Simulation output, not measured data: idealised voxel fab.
process module | voxel self aligned vias
cross-section cut | 235 nm wide | cells 5 nm
A cross-section is a grid of square cells, given in bands from the top down. A band is one or more rows of cells.
Each band's line starts with the height of the band's top and of its bottom, in nm. Then come its materials from left to right, each with its width in nm. One material with "throughout" fills the band from edge to edge. "air" is empty space.
Height 0 is the level under which the wafer as received is all one material. The lowest band goes on downwards, as in "0 down".
A width such as "30 to 40" changes by the same amount from each row of cells to the next, from the band's top row to its bottom row.
"no change" after a step means that no cell of the cross-section changed.
closed voids: empty space of 8 cells or more with no open way to the top, each as width x height at its distance from the left edge, in nm
after a step's settings: what the simulator itself notes on the step
overlay nm, on a step with a mask: how far to the right of its planned place the mask lay; to the left if negative
Each pair below shows a cross-section before one step and the cross-section after it, down to the lowest band that changed. The line under each pair gives the step between them, with its settings. The pairs can come from different runs of this module on the same starting wafer, so a pair continues from the pair above only where its "before" says so.
before
  65 to 50: aC 80 | air 25 | aC 35 | air 25 | aC 70
  50 to 20: SiO2 throughout
  20 to 15: SiCN throughout
  15 to 0: SiO2 throughout
  0 down: Si throughout
  closed voids: none
after
  65 to 50: aC 80 | air 25 | aC 35 | air 25 | aC 70
  50 to 20: SiO2 80 | air 25 | SiO2 35 | air 25 | SiO2 70
  below 20: unchanged
  closed voids: none
the step between: op DIRECTIONAL_ETCH | etch materials SiO2 | depth nm 30
before: the cross-section after the pair above
after
  50 to 20: SiO2 80 | air 25 | SiO2 35 | air 25 | SiO2 70
  below 20: unchanged
  closed voids: none
the step between: op STRIP | etch materials aC
before: the cross-section after the pair above
after
  55 to 50: TiN 85 | air 15 | TiN 45 | air 15 | TiN 75
  50 to 25: SiO2 80 | TiN 5 | air 15 | TiN 5 | SiO2 35 | TiN 5 | air 15 | TiN 5 | SiO2 70
  25 to 20: SiO2 80 | TiN 25 | SiO2 35 | TiN 25 | SiO2 70
  below 20: unchanged
  closed voids: none
the step between: op CONFORMAL_DEP | material TiN | thk nm 5
before: the cross-section after the pair above
after
  65 to 55: W throughout
  55 to 50: TiN 85 | W 15 | TiN 45 | W 15 | TiN 75
  50 to 25: SiO2 80 | TiN 5 | W 15 | TiN 5 | SiO2 35 | TiN 5 | W 15 | TiN 5 | SiO2 70
  below 25: unchanged
  closed voids: none
the step between: op FILL_DEP | material W | thk nm 10
before: the cross-section after the pair above
after
  50 to 25: SiO2 80 | TiN 5 | W 15 | TiN 5 | SiO2 35 | TiN 5 | W 15 | TiN 5 | SiO2 70
  below 25: unchanged
  closed voids: none
the step between: op CMP | height nm 50
before: the cross-section after the pair above
after
  50 to 40: SiO2 80 | air 25 | SiO2 35 | air 25 | SiO2 70
  below 40: unchanged
  closed voids: none
the step between: op SELECTIVE_ETCH | etch materials W Ru TiN | depth nm 10
before: the cross-section after the pair above
after
  60 to 50: SiN throughout
  50 to 40: SiO2 80 | SiN 25 | SiO2 35 | SiN 25 | SiO2 70
  below 40: unchanged
  closed voids: none
the step between: op FILL_DEP | material SiN | thk nm 10
before: the cross-section after the pair above
after
  50 to 40: SiO2 80 | SiN 25 | SiO2 35 | SiN 25 | SiO2 70
  below 40: unchanged
  closed voids: none
the step between: op CMP | height nm 50
before: the cross-section after the pair above
after
  65 to 50: SiO2 throughout
  below 50: unchanged
  closed voids: none
the step between: op DIRECTIONAL_DEP | material SiO2 | thk nm 15
before: the cross-section after the pair above
after
  65 to 50: SiO2 65 | air 45 | SiO2 125
  below 50: unchanged
  closed voids: none
the step between: op MASKED_ETCH | tone open | mask id VIAS | width nm 45 | etch materials SiO2 | depth nm 15 | overlay nm 0
before: the cross-section after the pair above
after
  65 to 50: SiO2 65 | air 45 | SiO2 125
  50 to 40: SiO2 80 | air 25 | SiO2 35 | SiN 25 | SiO2 70
  below 40: unchanged
  closed voids: none
the step between: op MASKED_ETCH | tone open | mask id VIAS | width nm 45 | etch materials SiN | depth nm 10 | overlay nm 0
before: the cross-section after the pair above
after
  70 to 65: TiN 70 | air 35 | TiN 130
  65 to 55: SiO2 65 | TiN 5 | air 35 | TiN 5 | SiO2 125
  55 to 50: SiO2 65 | TiN 20 | air 15 | TiN 10 | SiO2 125
  50 to 45: SiO2 80 | TiN 5 | air 15 | TiN 5 | SiO2 35 | SiN 25 | SiO2 70
  45 to 40: SiO2 80 | TiN 25 | SiO2 35 | SiN 25 | SiO2 70
  below 40: unchanged
  closed voids: none
the step between: op CONFORMAL_DEP | material TiN | thk nm 5
before: the cross-section after the pair above
after
  75 to 70: Ru throughout
  70 to 65: TiN 70 | Ru 35 | TiN 130
  65 to 55: SiO2 65 | TiN 5 | Ru 35 | TiN 5 | SiO2 125
  55 to 50: SiO2 65 | TiN 20 | Ru 15 | TiN 10 | SiO2 125
  50 to 45: SiO2 80 | TiN 5 | Ru 15 | TiN 5 | SiO2 35 | SiN 25 | SiO2 70
  below 45: unchanged
  closed voids: none
the step between: op FILL_DEP | material Ru | thk nm 5
before: the cross-section after the pair above
after
  65 to 55: SiO2 65 | TiN 5 | Ru 35 | TiN 5 | SiO2 125
  below 55: unchanged
  closed voids: none
the step between: op CMP | height nm 65
before: the cross-section after the pair above
after
  70 to 65: SiN throughout
  below 65: unchanged
  closed voids: none
the step between: op CONFORMAL_DEP | material SiN | thk nm 5
before
  50 to 25: SiO2 75 | TiN 5 | W 15 | TiN 5 | SiO2 35 | TiN 5 | W 15 | TiN 5 | SiO2 75
  25 to 20: SiO2 75 | TiN 25 | SiO2 35 | TiN 25 | SiO2 75
  20 to 15: SiCN throughout
  15 to 0: SiO2 throughout
  0 down: Si throughout
  closed voids: none
after
  50 to 40: air 75 | TiN 5 | W 15 | TiN 5 | air 35 | TiN 5 | W 15 | TiN 5 | air 75
  below 40: unchanged
  closed voids: none
the step between: op SELECTIVE_ETCH | etch materials SiO2 | depth nm 10
before: the cross-section after the pair above
after
  60 to 50: SiN throughout
  50 to 40: SiN 75 | TiN 5 | W 15 | TiN 5 | SiN 35 | TiN 5 | W 15 | TiN 5 | SiN 75
  below 40: unchanged
  closed voids: none
the step between: op FILL_DEP | material SiN | thk nm 10
before: the cross-section after the pair above
after
  50 to 40: SiN 75 | TiN 5 | W 15 | TiN 5 | SiN 35 | TiN 5 | W 15 | TiN 5 | SiN 75
  below 40: unchanged
  closed voids: none
the step between: op CMP | height nm 50
before: the cross-section after the pair above
after
  65 to 50: SiO2 throughout
  below 50: unchanged
  closed voids: none
the step between: op DIRECTIONAL_DEP | material SiO2 | thk nm 15
before: the cross-section after the pair above
after
  65 to 50: SiO2 65 | air 45 | SiO2 125
  below 50: unchanged
  closed voids: none
the step between: op MASKED_ETCH | tone open | mask id VIAS | width nm 45 | etch materials SiO2 | depth nm 15 | overlay nm 0
before: the cross-section after the pair above
after
  65 to 50: SiO2 65 | air 45 | SiO2 125
  50 to 40: SiN 65 | air 10 | TiN 5 | W 15 | TiN 5 | air 10 | SiN 25 | TiN 5 | W 15 | TiN 5 | SiN 75
  below 40: unchanged
  closed voids: none
the step between: op MASKED_ETCH | tone open | mask id VIAS | width nm 45 | etch materials SiN | depth nm 10 | overlay nm 0
before: the cross-section after the pair above
after
  70 to 65: TiN 70 | air 35 | TiN 130
  65 to 55: SiO2 65 | TiN 5 | air 35 | TiN 5 | SiO2 125
  55 to 50: SiO2 65 | TiN 45 | SiO2 125
  50 to 40: SiN 65 | TiN 15 | W 15 | TiN 15 | SiN 25 | TiN 5 | W 15 | TiN 5 | SiN 75
  below 40: unchanged
  closed voids: none
the step between: op CONFORMAL_DEP | material TiN | thk nm 5
before: the cross-section after the pair above
after
  75 to 70: Ru throughout
  70 to 65: TiN 70 | Ru 35 | TiN 130
  65 to 55: SiO2 65 | TiN 5 | Ru 35 | TiN 5 | SiO2 125
  below 55: unchanged
  closed voids: none
the step between: op FILL_DEP | material Ru | thk nm 5
before: the cross-section after the pair above
after
  65 to 55: SiO2 65 | TiN 5 | Ru 35 | TiN 5 | SiO2 125
  below 55: unchanged
  closed voids: none
the step between: op CMP | height nm 65
before: the cross-section after the pair above
after
  70 to 65: SiN throughout
  below 65: unchanged
  closed voids: none
the step between: op CONFORMAL_DEP | material SiN | thk nm 5
before
  65 to 50: SiO2 throughout
  50 to 40: SiO2 75 | SiN 25 | SiO2 35 | SiN 25 | SiO2 75
  40 to 25: SiO2 75 | TiN 5 | W 15 | TiN 5 | SiO2 35 | TiN 5 | W 15 | TiN 5 | SiO2 75
  25 to 20: SiO2 75 | TiN 25 | SiO2 35 | TiN 25 | SiO2 75
  20 to 15: SiCN throughout
  15 to 0: SiO2 throughout
  0 down: Si throughout
  closed voids: none
after
  65 to 50: air 65 | SiO2 45 | air 125
  below 50: unchanged
  closed voids: none
the step between: op MASKED_ETCH | tone cover | mask id VIAS | width nm 45 | etch materials SiO2 | depth nm 15 | overlay nm 0
before: the cross-section after the pair above
after
  70 to 65: air 60 | TiN 55 | air 120
  65 to 55: air 60 | TiN 5 | SiO2 45 | TiN 5 | air 120
  55 to 50: TiN 65 | SiO2 45 | TiN 125
  below 50: unchanged
  closed voids: none
the step between: op CONFORMAL_DEP | material TiN | thk nm 5
before: the cross-section after the pair above
after
  75 to 70: Ru throughout
  70 to 65: Ru 60 | TiN 55 | Ru 120
  65 to 55: Ru 60 | TiN 5 | SiO2 45 | TiN 5 | Ru 120
  below 55: unchanged
  closed voids: none
the step between: op FILL_DEP | material Ru | thk nm 5
before: the cross-section after the pair above
after
  65 to 55: Ru 60 | TiN 5 | SiO2 45 | TiN 5 | Ru 120
  below 55: unchanged
  closed voids: none
the step between: op CMP | height nm 65
before: the cross-section after the pair above
after
  70 to 65: SiN throughout
  below 65: unchanged
  closed voids: none
the step between: op CONFORMAL_DEP | material SiN | thk nm 5
